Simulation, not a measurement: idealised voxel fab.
Process module name: voxel released beams
Displayed cross-section: cut, width of 290 nm, square cells sized 5 nm.
Format of a cross-section: grid, square cells. Given as bands. Order: top down. Band: one or more rows of cells.
Top height, bottom height, nm. Materials left to right, width each, nm. Single material + "full width" = fills band edge to edge. "blank" = empty.
Zero point of the height axis is 0; under it, received wafer = one material. Lowest band: continues down indefinitely, "0 -> down".
When a width is written as two numbers, as in "30 to 40", the first number is the width in the top row of cells of the band and the second is the width in its bottom row, and the width changes by the same amount from each row to the next.
Given "no change" for a step, no cell of the cross-section differs between before and after that step.
Look at "Closed void listing" for the closed voids: empty spaces with no open path to the top, sized 8 cells or up. Each is width x height at distance, distance from the left edge, all nm.
What comes after the settings on a step's line is commentary from the simulator itself on that step.
Regarding "overlay nm": on a step with a mask, it is the distance the mask lay to the right of its planned place; a negative value places it to the left.

Process steps (planned):
| 1 | RECEIVE | material Si |
| 2 | CONFORMAL_DEP | material SiN | thk nm 10 |
| 3 | DIRECTIONAL_DEP | material SiO2 | thk nm 20 |
| 4 | MASKED_ETCH | tone open | mask id ANCHOR | width nm 35 | etch materials SiO2 | depth nm 20 | overlay nm 0 |
| 5 | CONFORMAL_DEP | material polySi | thk nm 10 |
| 6 | MASKED_ETCH | tone cover | mask id BEAM | width nm 90 | etch materials polySi | depth nm 10 | overlay nm 0 |
| 7 | STRIP | etch materials SiO2 |

Incoming wafer in cross-section (state: after step 1):
0 -> down  Si full width
Closed void listing: none

Cross-section: first of two wafers, module finished, run according to plan:
40 -> 30  blank 95; polySi 15; blank 15; polySi 60; blank 105
30 -> 20  blank 100; polySi 10; blank 15; polySi 10; blank 155
20 -> 10  blank 100; polySi 35; blank 155
10 -> 0  SiN full width
0 -> down  Si full width
Closed void listing: none

Cross-section, wafer two of two, end of module: same start and plan as wafer one, one error in execution:
30 -> 20  blank 95; polySi 15; blank 15; polySi 60; blank 105
20 -> 10  blank 100; polySi 35; blank 155
10 -> 0  SiN full width
0 -> down  Si full width
Closed void listing: none
What broke from the plan during processing? not per plan at step 3, really ran DIRECTIONAL_DEP | material SiO2 | thk nm 10
Bottom line after processing is that, in cells, the second wafer is up or down on some materials versus the first: polySi: 8 fewer
